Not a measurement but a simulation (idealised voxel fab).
This section sets out a process module, namely voxel transistor to metal.
Cross-section cut spans 215 nm and uses square cells 5 nm in size.
For the purposes of this document, a cross-section shall be understood as a grid of square cells, specified as bands listed in top-to-bottom order, each band consisting of one or more rows of cells. What a band's entry tells you: where the top is and where the bottom is, as heights in nm, and after that what lies inside, material by material from left to right, each with its width in nm. Empty space is written as the word "air", and a single material marked with the word "all across" occupies the band from edge to edge. Height is counted from the level 0, under which the received wafer is composed throughout of one material. The lowest of the bands is not closed at the bottom but continues downward, in the notation "from 0 down". Note: "30->40" means the width goes from the first number (top row of the band) to the second number (bottom row) in equal steps per row of cells. Any step labelled "changes: none" changed none of the cells in the cross-section. Any empty space of 8 cells or more lacking an open way to the top shows up in "Fully sealed voids" as width x height at distance, distance from the left edge, in nm. Heads up: the bit after the settings on a step's line is the simulator's remark on that step. overlay nm: right-of-plan distance of the mask on a masked step; negative values mean left-of-plan.

Below is the list of planned process steps
1. RECEIVE,material Si
2. CONFORMAL_DEP,material SiO2,thk nm 5
3. CONFORMAL_DEP,material SiN,thk nm 10
4. MASKED_ETCH,tone cover,mask id ACTIVE,width nm 105,etch materials SiN,depth nm 10,overlay nm 0
5. MASKED_ETCH,tone cover,mask id ACTIVE,width nm 105,etch materials SiO2,depth nm 5,overlay nm 0
6. MASKED_ETCH,tone cover,mask id ACTIVE,width nm 105,etch materials Si,depth nm 20,overlay nm 0
7. FILL_DEP,material SiO2,thk nm 10
8. CMP,height nm 15
9. SELECTIVE_ETCH,etch materials SiO2,depth nm 10
10. STRIP,etch materials SiN
11. SELECTIVE_ETCH,etch materials SiO2,depth nm 5
12. OXIDIZE,depth nm 5
13. DIRECTIONAL_DEP,material polySi,thk nm 30
14. DIRECTIONAL_DEP,material SiCN,thk nm 10
15. PATTERN,tone cover,mask id GATE,material resist,width nm 25,thk nm 20,overlay nm 0
16. DIRECTIONAL_ETCH,etch materials SiCN,depth nm 20
17. DIRECTIONAL_ETCH,etch materials polySi,depth nm 40
18. STRIP,etch materials resist
19. CONFORMAL_DEP,material SiN,thk nm 5
20. DIRECTIONAL_ETCH,etch materials SiN,depth nm 5
21. DIRECTIONAL_ETCH,etch materials SiO2,depth nm 5
22. EPI,material pSi,thk nm 5
23. FILL_DEP,material SiO2,thk nm 10
24. CMP,height nm 30
25. STRIP,etch materials polySi
26. SELECTIVE_ETCH,etch materials SiO2,depth nm 5
27. CONFORMAL_DEP,material HfO2,thk nm 5
28. CONFORMAL_DEP,material TiN,thk nm 5
29. FILL_DEP,material W,thk nm 5
30. CMP,height nm 25
31. DIRECTIONAL_DEP,material SiO2,thk nm 15
32. PATTERN,tone open,mask id CONTACT,material resist,width nm 15,pitch nm 70,thk nm 15,overlay nm 0
33. DIRECTIONAL_ETCH,etch materials SiO2,depth nm 40
34. STRIP,etch materials resist
35. CONFORMAL_DEP,material TiN,thk nm 5
36. FILL_DEP,material Ru,thk nm 5
37. CMP,height nm 40
38. DIRECTIONAL_DEP,material TiN,thk nm 5
39. DIRECTIONAL_DEP,material W,thk nm 15
40. DIRECTIONAL_DEP,material aC,thk nm 15
41. PATTERN,tone cover,mask id METAL_1,material resist,width nm 15,pitch nm 70,thk nm 35,overlay nm 0
42. DIRECTIONAL_ETCH,etch materials aC,depth nm 15
43. STRIP,etch materials resist
44. DIRECTIONAL_ETCH,etch materials W,depth nm 15
45. DIRECTIONAL_ETCH,etch materials TiN,depth nm 5
46. STRIP,etch materials aC
47. CONFORMAL_DEP,material SiCN,thk nm 5
48. FILL_DEP,material lowk,thk nm 5
49. CMP,height nm 60
50. CONFORMAL_DEP,material SiN,thk nm 5

First wafer out of two, processed as planned

Cross-section, incoming material, after step 1
    from 0 down | Si all across
    Fully sealed voids: none

Upon completion of step 2, the wafer appears in cross-section as shown
    from 5 to 0 | SiO2 all across
    Below 0, no change.

Upon completion of step 3, the wafer appears in cross-section as shown
    from 15 to 5 | SiN all across
    Below 5, no change.

Upon completion of step 4, the wafer appears in cross-section as shown
    from 15 to 5 | 55 air / 105 SiN / 55 air
    Below 5, no change.

Upon completion of step 5, the wafer appears in cross-section as shown
    from 15 to 5 | 55 air / 105 SiN / 55 air
    from 5 to 0 | 55 air / 105 SiO2 / 55 air
    Below 0, no change.

Upon completion of step 6, the wafer appears in cross-section as shown
    from 15 to 5 | 55 air / 105 SiN / 55 air
    from 5 to 0 | 55 air / 105 SiO2 / 55 air
    from 0 to -20 | 55 air / 105 Si / 55 air
    Below -20, no change.

Upon completion of step 7, the wafer appears in cross-section as shown
    from 25 to 15 | SiO2 all across
    from 15 to 5 | 55 SiO2 / 105 SiN / 55 SiO2
    from 5 to 0 | SiO2 all across
    from 0 to -20 | 55 SiO2 / 105 Si / 55 SiO2
    Below -20, no change.

Upon completion of step 8, the wafer appears in cross-section as shown
    from 15 to 5 | 55 SiO2 / 105 SiN / 55 SiO2
    Below 5, no change.

Upon completion of step 9, the wafer appears in cross-section as shown
    from 15 to 5 | 55 air / 105 SiN / 55 air
    Below 5, no change.

Upon completion of step 10, the wafer appears in cross-section as shown
    from 5 to 0 | SiO2 all across
    Below 0, no change.

Upon completion of step 11, the wafer appears in cross-section as shown
    from 0 to -20 | 55 SiO2 / 105 Si / 55 SiO2
    Below -20, no change.

Upon completion of step 12, the wafer appears in cross-section as shown
    from 0 to -5 | SiO2 all across
    Below -5, no change.

Upon completion of step 13, the wafer appears in cross-section as shown
    from 30 to 0 | polySi all across
    Below 0, no change.

Upon completion of step 14, the wafer appears in cross-section as shown
    from 40 to 30 | SiCN all across
    Below 30, no change.

Upon completion of step 15, the wafer appears in cross-section as shown
    from 60 to 40 | 95 air / 25 resist / 95 air
    Below 40, no change.

Upon completion of step 16, the wafer appears in cross-section as shown
    from 60 to 40 | 95 air / 25 resist / 95 air
    from 40 to 30 | 95 air / 25 SiCN / 95 air
    Below 30, no change.

Upon completion of step 17, the wafer appears in cross-section as shown
    from 60 to 40 | 95 air / 25 resist / 95 air
    from 40 to 30 | 95 air / 25 SiCN / 95 air
    from 30 to 0 | 95 air / 25 polySi / 95 air
    Below 0, no change.

Upon completion of step 18, the wafer appears in cross-section as shown
    from 40 to 30 | 95 air / 25 SiCN / 95 air
    Below 30, no change.

Upon completion of step 19, the wafer appears in cross-section as shown
    from 45 to 40 | 90 air / 35 SiN / 90 air
    from 40 to 30 | 90 air / 5 SiN / 25 SiCN / 5 SiN / 90 air
    from 30 to 5 | 90 air / 5 SiN / 25 polySi / 5 SiN / 90 air
    from 5 to 0 | 95 SiN / 25 polySi / 95 SiN
    Below 0, no change.

Upon completion of step 20, the wafer appears in cross-section as shown
    from 40 to 30 | 90 air / 5 SiN / 25 SiCN / 5 SiN / 90 air
    from 30 to 0 | 90 air / 5 SiN / 25 polySi / 5 SiN / 90 air
    Below 0, no change.

Upon completion of step 21, the wafer appears in cross-section as shown
    from 40 to 30 | 90 air / 5 SiN / 25 SiCN / 5 SiN / 90 air
    from 30 to 0 | 90 air / 5 SiN / 25 polySi / 5 SiN / 90 air
    from 0 to -5 | 90 air / 35 SiO2 / 90 air
    Below -5, no change.

Upon completion of step 22, the wafer appears in cross-section as shown
    from 40 to 30 | 90 air / 5 SiN / 25 SiCN / 5 SiN / 90 air
    from 30 to 0 | 90 air / 5 SiN / 25 polySi / 5 SiN / 90 air
    from 0 to -5 | 50 air / 40 pSi / 35 SiO2 / 40 pSi / 50 air
    Below -5, no change.

Upon completion of step 23, the wafer appears in cross-section as shown
    from 50 to 40 | SiO2 all across
    from 40 to 30 | 90 SiO2 / 5 SiN / 25 SiCN / 5 SiN / 90 SiO2
    from 30 to 0 | 90 SiO2 / 5 SiN / 25 polySi / 5 SiN / 90 SiO2
    from 0 to -5 | 50 SiO2 / 40 pSi / 35 SiO2 / 40 pSi / 50 SiO2
    Below -5, no change.

Upon completion of step 24, the wafer appears in cross-section as shown
    from 30 to 0 | 90 SiO2 / 5 SiN / 25 polySi / 5 SiN / 90 SiO2
    Below 0, no change.

Upon completion of step 25, the wafer appears in cross-section as shown
    from 30 to 0 | 90 SiO2 / 5 SiN / 25 air / 5 SiN / 90 SiO2
    Below 0, no change.

Upon completion of step 26, the wafer appears in cross-section as shown
    from 30 to 25 | 90 air / 5 SiN / 25 air / 5 SiN / 90 air
    from 25 to 0 | 90 SiO2 / 5 SiN / 25 air / 5 SiN / 90 SiO2
    from 0 to -5 | 50 SiO2 / 40 pSi / 35 air / 40 pSi / 50 SiO2
    Below -5, no change.

Upon completion of step 27, the wafer appears in cross-section as shown
    from 35 to 30 | 85 air / 15 HfO2 / 15 air / 15 HfO2 / 85 air
    from 30 to 25 | 90 HfO2 / 5 SiN / 5 HfO2 / 15 air / 5 HfO2 / 5 SiN / 90 HfO2
    from 25 to 0 | 90 SiO2 / 5 SiN / 5 HfO2 / 15 air / 5 HfO2 / 5 SiN / 90 SiO2
    from 0 to -5 | 50 SiO2 / 40 pSi / 35 HfO2 / 40 pSi / 50 SiO2
    Below -5, no change.

Upon completion of step 28, the wafer appears in cross-section as shown
    from 40 to 35 | 80 air / 25 TiN / 5 air / 25 TiN / 80 air
    from 35 to 30 | 85 TiN / 15 HfO2 / 5 TiN / 5 air / 5 TiN / 15 HfO2 / 85 TiN
    from 30 to 25 | 90 HfO2 / 5 SiN / 5 HfO2 / 5 TiN / 5 air / 5 TiN / 5 HfO2 / 5 SiN / 90 HfO2
    from 25 to 5 | 90 SiO2 / 5 SiN / 5 HfO2 / 5 TiN / 5 air / 5 TiN / 5 HfO2 / 5 SiN / 90 SiO2
    from 5 to 0 | 90 SiO2 / 5 SiN / 5 HfO2 / 15 TiN / 5 HfO2 / 5 SiN / 90 SiO2
    Below 0, no change.

Upon completion of step 29, the wafer appears in cross-section as shown
    from 45 to 40 | W all across
    from 40 to 35 | 80 W / 25 TiN / 5 W / 25 TiN / 80 W
    from 35 to 30 | 85 TiN / 15 HfO2 / 5 TiN / 5 W / 5 TiN / 15 HfO2 / 85 TiN
    from 30 to 25 | 90 HfO2 / 5 SiN / 5 HfO2 / 5 TiN / 5 W / 5 TiN / 5 HfO2 / 5 SiN / 90 HfO2
    from 25 to 5 | 90 SiO2 / 5 SiN / 5 HfO2 / 5 TiN / 5 W / 5 TiN / 5 HfO2 / 5 SiN / 90 SiO2
    Below 5, no change.

Upon completion of step 30, the wafer appears in cross-section as shown
    from 25 to 5 | 90 SiO2 / 5 SiN / 5 HfO2 / 5 TiN / 5 W / 5 TiN / 5 HfO2 / 5 SiN / 90 SiO2
    Below 5, no change.

Upon completion of step 31, the wafer appears in cross-section as shown
    from 40 to 25 | SiO2 all across
    Below 25, no change.

Upon completion of step 32, the wafer appears in cross-section as shown
    from 55 to 40 | 65 resist / 15 air / 55 resist / 15 air / 65 resist
    Below 40, no change.

Upon completion of step 33, the wafer appears in cross-section as shown
    from 55 to 40 | 65 resist / 15 air / 55 resist / 15 air / 65 resist
    from 40 to 25 | 65 SiO2 / 15 air / 55 SiO2 / 15 air / 65 SiO2
    from 25 to 5 | 65 SiO2 / 15 air / 10 SiO2 / 5 SiN / 5 HfO2 / 5 TiN / 5 W / 5 TiN / 5 HfO2 / 5 SiN / 10 SiO2 / 15 air / 65 SiO2
    from 5 to 0 | 65 SiO2 / 15 air / 10 SiO2 / 5 SiN / 5 HfO2 / 15 TiN / 5 HfO2 / 5 SiN / 10 SiO2 / 15 air / 65 SiO2
    Below 0, no change.

Upon completion of step 34, the wafer appears in cross-section as shown
    from 40 to 25 | 65 SiO2 / 15 air / 55 SiO2 / 15 air / 65 SiO2
    Below 25, no change.

Upon completion of step 35, the wafer appears in cross-section as shown
    from 45 to 40 | 70 TiN / 5 air / 65 TiN / 5 air / 70 TiN
    from 40 to 25 | 65 SiO2 / 5 TiN / 5 air / 5 TiN / 55 SiO2 / 5 TiN / 5 air / 5 TiN / 65 SiO2
    from 25 to 5 | 65 SiO2 / 5 TiN / 5 air / 5 TiN / 10 SiO2 / 5 SiN / 5 HfO2 / 5 TiN / 5 W / 5 TiN / 5 HfO2 / 5 SiN / 10 SiO2 / 5 TiN / 5 air / 5 TiN / 65 SiO2
    from 5 to 0 | 65 SiO2 / 15 TiN / 10 SiO2 / 5 SiN / 5 HfO2 / 15 TiN / 5 HfO2 / 5 SiN / 10 SiO2 / 15 TiN / 65 SiO2
    Below 0, no change.

Upon completion of step 36, the wafer appears in cross-section as shown
    from 50 to 45 | Ru all across
    from 45 to 40 | 70 TiN / 5 Ru / 65 TiN / 5 Ru / 70 TiN
    from 40 to 25 | 65 SiO2 / 5 TiN / 5 Ru / 5 TiN / 55 SiO2 / 5 TiN / 5 Ru / 5 TiN / 65 SiO2
    from 25 to 5 | 65 SiO2 / 5 TiN / 5 Ru / 5 TiN / 10 SiO2 / 5 SiN / 5 HfO2 / 5 TiN / 5 W / 5 TiN / 5 HfO2 / 5 SiN / 10 SiO2 / 5 TiN / 5 Ru / 5 TiN / 65 SiO2
    Below 5, no change.

Upon completion of step 37, the wafer appears in cross-section as shown
    from 40 to 25 | 65 SiO2 / 5 TiN / 5 Ru / 5 TiN / 55 SiO2 / 5 TiN / 5 Ru / 5 TiN / 65 SiO2
    Below 25, no change.

Upon completion of step 38, the wafer appears in cross-section as shown
    from 45 to 40 | TiN all across
    Below 40, no change.

Upon completion of step 39, the wafer appears in cross-section as shown
    from 60 to 45 | W all across
    Below 45, no change.

Upon completion of step 40, the wafer appears in cross-section as shown
    from 75 to 60 | aC all across
    Below 60, no change.

Upon completion of step 41, the wafer appears in cross-section as shown
    from 110 to 75 | 65 air / 15 resist / 55 air / 15 resist / 65 air
    Below 75, no change.

Upon completion of step 42, the wafer appears in cross-section as shown
    from 95 to 75 | 65 air / 15 resist / 55 air / 15 resist / 65 air
    from 75 to 60 | 65 air / 15 aC / 55 air / 15 aC / 65 air
    Below 60, no change.

Upon completion of step 43, the wafer appears in cross-section as shown
    from 75 to 60 | 65 air / 15 aC / 55 air / 15 aC / 65 air
    Below 60, no change.

Upon completion of step 44, the wafer appears in cross-section as shown
    from 75 to 60 | 65 air / 15 aC / 55 air / 15 aC / 65 air
    from 60 to 45 | 65 air / 15 W / 55 air / 15 W / 65 air
    Below 45, no change.

Upon completion of step 45, the wafer appears in cross-section as shown
    from 75 to 60 | 65 air / 15 aC / 55 air / 15 aC / 65 air
    from 60 to 45 | 65 air / 15 W / 55 air / 15 W / 65 air
    from 45 to 40 | 65 air / 15 TiN / 55 air / 15 TiN / 65 air
    Below 40, no change.

Upon completion of step 46, the wafer appears in cross-section as shown
    from 60 to 45 | 65 air / 15 W / 55 air / 15 W / 65 air
    Below 45, no change.

Upon completion of step 47, the wafer appears in cross-section as shown
    from 65 to 60 | 60 air / 25 SiCN / 45 air / 25 SiCN / 60 air
    from 60 to 45 | 60 air / 5 SiCN / 15 W / 5 SiCN / 45 air / 5 SiCN / 15 W / 5 SiCN / 60 air
    from 45 to 40 | 65 SiCN / 15 TiN / 55 SiCN / 15 TiN / 65 SiCN
    Below 40, no change.

Upon completion of step 48, the wafer appears in cross-section as shown
    from 70 to 65 | lowk all across
    from 65 to 60 | 60 lowk / 25 SiCN / 45 lowk / 25 SiCN / 60 lowk
    from 60 to 45 | 60 lowk / 5 SiCN / 15 W / 5 SiCN / 45 lowk / 5 SiCN / 15 W / 5 SiCN / 60 lowk
    Below 45, no change.

Upon completion of step 49, the wafer appears in cross-section as shown
    from 60 to 45 | 60 lowk / 5 SiCN / 15 W / 5 SiCN / 45 lowk / 5 SiCN / 15 W / 5 SiCN / 60 lowk
    Below 45, no change.

Upon completion of step 50, the wafer appears in cross-section as shown
    from 65 to 60 | SiN all across
    Below 60, no change.

Wafer two: like wafer one in start and plan, but with one mistake in execution; identical up to and including step 30

Second wafer at the planned finish of step 31, seen in cross-section
    from 55 to 25 | SiO2 all across
    Below 25, no change.

Second wafer at the planned finish of step 32, seen in cross-section
    from 70 to 55 | 65 resist / 15 air / 55 resist / 15 air / 65 resist
    Below 55, no change.

Second wafer at the planned finish of step 33, seen in cross-section
    from 70 to 55 | 65 resist / 15 air / 55 resist / 15 air / 65 resist
    from 55 to 25 | 65 SiO2 / 15 air / 55 SiO2 / 15 air / 65 SiO2
    from 25 to 15 | 65 SiO2 / 15 air / 10 SiO2 / 5 SiN / 5 HfO2 / 5 TiN / 5 W / 5 TiN / 5 HfO2 / 5 SiN / 10 SiO2 / 15 air / 65 SiO2
    Below 15, no change.

Second wafer at the planned finish of step 34, seen in cross-section
    from 55 to 25 | 65 SiO2 / 15 air / 55 SiO2 / 15 air / 65 SiO2
    Below 25, no change.

Second wafer at the planned finish of step 35, seen in cross-section
    from 60 to 55 | 70 TiN / 5 air / 65 TiN / 5 air / 70 TiN
    from 55 to 25 | 65 SiO2 / 5 TiN / 5 air / 5 TiN / 55 SiO2 / 5 TiN / 5 air / 5 TiN / 65 SiO2
    from 25 to 20 | 65 SiO2 / 5 TiN / 5 air / 5 TiN / 10 SiO2 / 5 SiN / 5 HfO2 / 5 TiN / 5 W / 5 TiN / 5 HfO2 / 5 SiN / 10 SiO2 / 5 TiN / 5 air / 5 TiN / 65 SiO2
    from 20 to 15 | 65 SiO2 / 15 TiN / 10 SiO2 / 5 SiN / 5 HfO2 / 5 TiN / 5 W / 5 TiN / 5 HfO2 / 5 SiN / 10 SiO2 / 15 TiN / 65 SiO2
    Below 15, no change.

Second wafer at the planned finish of step 36, seen in cross-section
    from 65 to 60 | Ru all across
    from 60 to 55 | 70 TiN / 5 Ru / 65 TiN / 5 Ru / 70 TiN
    from 55 to 25 | 65 SiO2 / 5 TiN / 5 Ru / 5 TiN / 55 SiO2 / 5 TiN / 5 Ru / 5 TiN / 65 SiO2
    from 25 to 20 | 65 SiO2 / 5 TiN / 5 Ru / 5 TiN / 10 SiO2 / 5 SiN / 5 HfO2 / 5 TiN / 5 W / 5 TiN / 5 HfO2 / 5 SiN / 10 SiO2 / 5 TiN / 5 Ru / 5 TiN / 65 SiO2
    Below 20, no change.

Second wafer at the planned finish of step 37, seen in cross-section
    from 40 to 25 | 65 SiO2 / 5 TiN / 5 Ru / 5 TiN / 55 SiO2 / 5 TiN / 5 Ru / 5 TiN / 65 SiO2
    Below 25, no change.

Second wafer at the planned finish of step 38, seen in cross-section
    from 45 to 40 | TiN all across
    Below 40, no change.

Second wafer at the planned finish of step 39, seen in cross-section
    from 60 to 45 | W all across
    Below 45, no change.

Second wafer at the planned finish of step 40, seen in cross-section
    from 75 to 60 | aC all across
    Below 60, no change.

Second wafer at the planned finish of step 41, seen in cross-section
    from 110 to 75 | 65 air / 15 resist / 55 air / 15 resist / 65 air
    Below 75, no change.

Second wafer at the planned finish of step 42, seen in cross-section
    from 95 to 75 | 65 air / 15 resist / 55 air / 15 resist / 65 air
    from 75 to 60 | 65 air / 15 aC / 55 air / 15 aC / 65 air
    Below 60, no change.

Second wafer at the planned finish of step 43, seen in cross-section
    from 75 to 60 | 65 air / 15 aC / 55 air / 15 aC / 65 air
    Below 60, no change.

Second wafer at the planned finish of step 44, seen in cross-section
    from 75 to 60 | 65 air / 15 aC / 55 air / 15 aC / 65 air
    from 60 to 45 | 65 air / 15 W / 55 air / 15 W / 65 air
    Below 45, no change.

Second wafer at the planned finish of step 45, seen in cross-section
    from 75 to 60 | 65 air / 15 aC / 55 air / 15 aC / 65 air
    from 60 to 45 | 65 air / 15 W / 55 air / 15 W / 65 air
    from 45 to 40 | 65 air / 15 TiN / 55 air / 15 TiN / 65 air
    Below 40, no change.

Second wafer at the planned finish of step 46, seen in cross-section
    from 60 to 45 | 65 air / 15 W / 55 air / 15 W / 65 air
    Below 45, no change.

Second wafer at the planned finish of step 47, seen in cross-section
    from 65 to 60 | 60 air / 25 SiCN / 45 air / 25 SiCN / 60 air
    from 60 to 45 | 60 air / 5 SiCN / 15 W / 5 SiCN / 45 air / 5 SiCN / 15 W / 5 SiCN / 60 air
    from 45 to 40 | 65 SiCN / 15 TiN / 55 SiCN / 15 TiN / 65 SiCN
    Below 40, no change.

Second wafer at the planned finish of step 48, seen in cross-section
    from 70 to 65 | lowk all across
    from 65 to 60 | 60 lowk / 25 SiCN / 45 lowk / 25 SiCN / 60 lowk
    from 60 to 45 | 60 lowk / 5 SiCN / 15 W / 5 SiCN / 45 lowk / 5 SiCN / 15 W / 5 SiCN / 60 lowk
    Below 45, no change.

Second wafer at the planned finish of step 49, seen in cross-section
    from 60 to 45 | 60 lowk / 5 SiCN / 15 W / 5 SiCN / 45 lowk / 5 SiCN / 15 W / 5 SiCN / 60 lowk
    Below 45, no change.

Second wafer at the planned finish of step 50, seen in cross-section
    from 65 to 60 | SiN all across
    Below 60, no change.
The plan and the run diverged here: plan step 31 was twice executed
Once processing is complete, comparing cell counts shows that the second wafer has more or fewer of certain materials than the first: -6 Ru | +18 SiO2 | -12 TiN
